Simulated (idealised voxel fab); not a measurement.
Presented below is a process module, voxel transistor to metal.
Displayed cross-section: cut, width of 200 nm, square cells sized 5 nm.
Just so we're on the same page, the cross-sections are grids of square cells, and they're listed out in bands top to bottom, each band one or more rows deep. A band entry consists of two parts. The first gives the height of the band's top and the height of its bottom, in nm. The rest lists the band's materials from left to right, each with its width in nm. A single material labelled with the word "throughout" fills the band from edge to edge, and the word "empty" marks empty space. Counting heights begins at 0, where everything beneath is, in the wafer as received, one material. The lowest band has no bottom; it goes on downwards, as "0 down" shows. Per-row width for "30..40": begins at first number (top row of band), ends at second number (bottom row), increment between rows held constant. Any step labelled "remained the same" changed none of the cells in the cross-section. Closed cavity list: empty space of 8 cells or more with no open way to the top, each as width x height at its distance from the left edge, in nm. On a step's line, text after the settings is the simulator commenting on that step. When a step includes a mask, the "overlay nm" setting on its line states how far to the right of its planned place that mask lay, and negative values state how far to the left.
[Process steps (planned)]
1,op RECEIVE | material Si
2,op CONFORMAL_DEP | material SiO2 | thk nm 5
3,op CONFORMAL_DEP | material SiN | thk nm 15
4,op MASKED_ETCH | tone cover | mask id ACTIVE | width nm 85 | etch materials SiN | depth nm 15 | overlay nm 0
5,op MASKED_ETCH | tone cover | mask id ACTIVE | width nm 85 | etch materials SiO2 | depth nm 5 | overlay nm 0
6,op MASKED_ETCH | tone cover | mask id ACTIVE | width nm 85 | etch materials Si | depth nm 25 | overlay nm 0
7,op OXIDIZE | depth nm 5
8,op FILL_DEP | material SiO2 | thk nm 15
9,op CMP | height nm 20
10,op SELECTIVE_ETCH | etch materials SiO2 | depth nm 10
11,op STRIP | etch materials SiN
12,op SELECTIVE_ETCH | etch materials SiO2 | depth nm 5
13,op OXIDIZE | depth nm 5
14,op DIRECTIONAL_DEP | material polySi | thk nm 30
15,op DIRECTIONAL_DEP | material SiCN | thk nm 15
16,op DIRECTIONAL_DEP | material aC | thk nm 10
17,op PATTERN | tone cover | mask id GATE | material resist | width nm 15 | thk nm 25 | overlay nm 0
18,op DIRECTIONAL_ETCH | etch materials aC | depth nm 10
19,op STRIP | etch materials resist
20,op DIRECTIONAL_ETCH | etch materials SiCN | depth nm 25
21,op DIRECTIONAL_ETCH | etch materials polySi | depth nm 40
22,op STRIP | etch materials aC
23,op CONFORMAL_DEP | material SiO2 | thk nm 5
24,op DIRECTIONAL_ETCH | etch materials SiO2 | depth nm 5
25,op CONFORMAL_DEP | material SiN | thk nm 10
26,op DIRECTIONAL_ETCH | etch materials SiN | depth nm 10
27,op DIRECTIONAL_ETCH | etch materials SiO2 | depth nm 5
28,op DIRECTIONAL_ETCH | etch materials Si | depth nm 15
29,op EPI | material nSi | thk nm 15
30,op FILL_DEP | material SiO2 | thk nm 5
31,op CMP | height nm 45
32,op DIRECTIONAL_DEP | material SiO2 | thk nm 10
33,op DIRECTIONAL_DEP | material aC | thk nm 10
34,op PATTERN | tone open | mask id CONTACT | material resist | width nm 15 | pitch nm 60 | thk nm 30 | overlay nm 0
35,op DIRECTIONAL_ETCH | etch materials aC | depth nm 10
36,op STRIP | etch materials resist
37,op DIRECTIONAL_ETCH | etch materials SiO2 | depth nm 45
38,op STRIP | etch materials aC
39,op CONFORMAL_DEP | material TiN | thk nm 5
40,op FILL_DEP | material W | thk nm 10
41,op CMP | height nm 55
42,op CONFORMAL_DEP | material SiCN | thk nm 5
43,op DIRECTIONAL_DEP | material SiO2 | thk nm 15
44,op PATTERN | tone open | mask id METAL_1 | material resist | width nm 15 | pitch nm 60 | thk nm 15 | overlay nm 0
45,op DIRECTIONAL_ETCH | etch materials SiO2 | depth nm 15
46,op DIRECTIONAL_ETCH | etch materials SiCN | depth nm 5
47,op STRIP | etch materials resist
48,op CONFORMAL_DEP | material TiN | thk nm 5
49,op FILL_DEP | material W | thk nm 10
50,op CMP | height nm 75
51,op CONFORMAL_DEP | material SiCN | thk nm 5
52,op DIRECTIONAL_DEP | material SiO2 | thk nm 25
53,op PATTERN | tone open | mask id METAL_2 | material resist | width nm 15 | pitch nm 60 | thk nm 20 | overlay nm 0
54,op DIRECTIONAL_ETCH | etch materials SiO2 | depth nm 15
55,op STRIP | etch materials resist
56,op PATTERN | tone open | mask id METAL_2_HOLES | material resist | width nm 15 | pitch nm 60 | thk nm 20 | overlay nm 0
57,op DIRECTIONAL_ETCH | etch materials SiO2 | depth nm 10
58,op DIRECTIONAL_ETCH | etch materials SiCN | depth nm 5
59,op STRIP | etch materials resist
60,op CONFORMAL_DEP | material TiN | thk nm 5
61,op FILL_DEP | material Ru | thk nm 5
62,op CMP | height nm 105
63,op CONFORMAL_DEP | material SiCN | thk nm 5
Keep in mind the plan's value for the depth nm of step 7 comes from the first wafer; the wafers don't share that setting, but they do share the same starting point.
[Cross-sectional view of the first of several wafers in the as-received condition, corresponding to the state following step 1]
	0 down  Si throughout
	Closed cavity list: none
[Wafer rows, end of module: cells per material gained (+) or lost (-) since receipt; closed voids last]
depth nm 5, +10 Ru, -177 Si, +117 SiCN, +40 SiN, +742 SiO2, +82 TiN, +22 W, +26 nSi, +18 polySi, Closed cavity list: none
depth nm 10, +10 Ru, -214 Si, +117 SiCN, +40 SiN, +779 SiO2, +82 TiN, +22 W, +26 nSi, +18 polySi, Closed cavity list: none
depth nm 15, +10 Ru, -249 Si, +117 SiCN, +40 SiN, +820 SiO2, +82 TiN, +22 W, +20 nSi, +18 polySi, Closed cavity list: none
depth nm 20, +10 Ru, -288 Si, +117 SiCN, +40 SiN, +879 SiO2, +82 TiN, +22 W, +18 polySi, Closed cavity list: none
